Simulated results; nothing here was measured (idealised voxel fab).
process module | voxel spacer lines
cross-section cut | 300 nm wide | cells 5 nm
A cross-section is a grid of square cells, given in bands from the top down. A band is one or more rows of cells.
Each band's line starts with the height of the band's top and of its bottom, in nm. Then come its materials from left to right, each with its width in nm. One material with "throughout" fills the band from edge to edge. "air" is empty space.
Height 0 is the level under which the wafer as received is all one material. The lowest band goes on downwards, as in "0 down".
A width such as "30 to 40" changes by the same amount from each row of cells to the next, from the band's top row to its bottom row.
"no change" after a step means that no cell of the cross-section changed.
closed voids: empty space of 8 cells or more with no open way to the top, each as width x height at its distance from the left edge, in nm
after a step's settings: what the simulator itself notes on the step
overlay nm, on a step with a mask: how far to the right of its planned place the mask lay; to the left if negative
plan
1 op RECEIVE | material Si
2 op CONFORMAL_DEP | material Al2O3 | thk nm 10
3 op DIRECTIONAL_DEP | material polySi | thk nm 15
4 op DIRECTIONAL_DEP | material aC | thk nm 30
5 op PATTERN | tone cover | mask id MANDREL | material resist | width nm 15 | pitch nm 50 | thk nm 40 | overlay nm 0
6 op DIRECTIONAL_ETCH | etch materials aC | depth nm 30
7 op STRIP | etch materials resist
8 op CONFORMAL_DEP | material SiO2 | thk nm 10
9 op DIRECTIONAL_ETCH | etch materials SiO2 | depth nm 10
10 op STRIP | etch materials aC
11 op DIRECTIONAL_ETCH | etch materials polySi | depth nm 15
12 op STRIP | etch materials SiO2
as received, after step 1
  0 down: Si throughout
  closed voids: none
a wafer at the end: this start, this plan, one mistake
  25 to 10: air 95 | polySi 10 | air 15 | polySi 10 | air 15 | polySi 10 | air 15 | polySi 10 | air 120
  10 to 0: Al2O3 throughout
  0 down: Si throughout
  closed voids: none
what went wrong: step 5 ran as: op PATTERN | tone cover | mask id MANDREL | material resist | width nm 15 | pitch nm 50 | thk nm 40 | overlay nm -10
